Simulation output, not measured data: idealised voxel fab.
process module | voxel self aligned contacts
cross-section cut | 225 nm wide | cells 5 nm
A cross-section is a grid of square cells, given in bands from the top down. A band is one or more rows of cells.
Each band's line starts with the height of the band's top and of its bottom, in nm. Then come its materials from left to right, each with its width in nm. One material with "throughout" fills the band from edge to edge. "air" is empty space.
Height 0 is the level under which the wafer as received is all one material. The lowest band goes on downwards, as in "0 down".
A width such as "30 to 40" changes by the same amount from each row of cells to the next, from the band's top row to its bottom row.
"no change" after a step means that no cell of the cross-section changed.
closed voids: empty space of 8 cells or more with no open way to the top, each as width x height at its distance from the left edge, in nm
after a step's settings: what the simulator itself notes on the step
overlay nm, on a step with a mask: how far to the right of its planned place the mask lay; to the left if negative
plan
1 op RECEIVE | material Si
2 op CONFORMAL_DEP | material SiO2 | thk nm 5
3 op DIRECTIONAL_DEP | material polySi | thk nm 25
4 op DIRECTIONAL_DEP | material SiN | thk nm 15
5 op PATTERN | tone cover | mask id GATE | material resist | width nm 35 | pitch nm 60 | thk nm 15 | overlay nm 0
6 op DIRECTIONAL_ETCH | etch materials SiN | depth nm 15
7 op DIRECTIONAL_ETCH | etch materials polySi | depth nm 25
8 op STRIP | etch materials resist
9 op CONFORMAL_DEP | material SiN | thk nm 5
10 op DIRECTIONAL_ETCH | etch materials SiN | depth nm 5
11 op FILL_DEP | material SiO2 | thk nm 20
12 op CMP | height nm 55
13 op MASKED_ETCH | tone open | mask id CONTACT | width nm 35 | etch materials SiO2 | depth nm 55 | overlay nm 0
14 op CONFORMAL_DEP | material TiN | thk nm 5
15 op FILL_DEP | material Ru | thk nm 5
16 op CMP | height nm 55
17 op CONFORMAL_DEP | material SiN | thk nm 5
as received, after step 1
  0 down: Si throughout
  closed voids: none
first wafer at the end, as planned
  60 to 55: SiN throughout
  55 to 45: SiO2 95 | TiN 5 to 15 | Ru 25 to 5 | TiN 5 to 15 | SiO2 95
  45 to 30: SiO2 60 | SiN 45 | TiN 5 | Ru 5 | TiN 5 | SiN 45 | SiO2 60
  30 to 5: SiO2 60 | SiN 5 | polySi 35 | SiN 5 | TiN 5 | Ru 5 | TiN 5 | SiN 5 | polySi 35 | SiN 5 | SiO2 60
  5 to 0: SiO2 105 | TiN 15 | SiO2 105
  0 down: Si throughout
  closed voids: none
second wafer at the end: like start, like plan, one mistake
  60 to 55: SiN throughout
  55 to 45: SiO2 95 | TiN 5 | Ru 25 to 5 | TiN 5 to 25 | SiO2 95
  45 to 30: SiO2 50 | SiN 45 | TiN 5 | Ru 5 | TiN 5 | SiN 45 | SiO2 70
  30 to 5: SiO2 50 | SiN 5 | polySi 35 | SiN 5 | TiN 5 | Ru 5 | TiN 5 | SiN 5 | polySi 35 | SiN 5 | SiO2 70
  5 to 0: SiO2 95 | TiN 15 | SiO2 115
  0 down: Si throughout
  closed voids: none
what went wrong: step 5 ran as: op PATTERN | tone cover | mask id GATE | material resist | width nm 35 | pitch nm 60 | thk nm 15 | overlay nm -10
at the end the second wafer has, in cells: as many of each material as the first, in other places
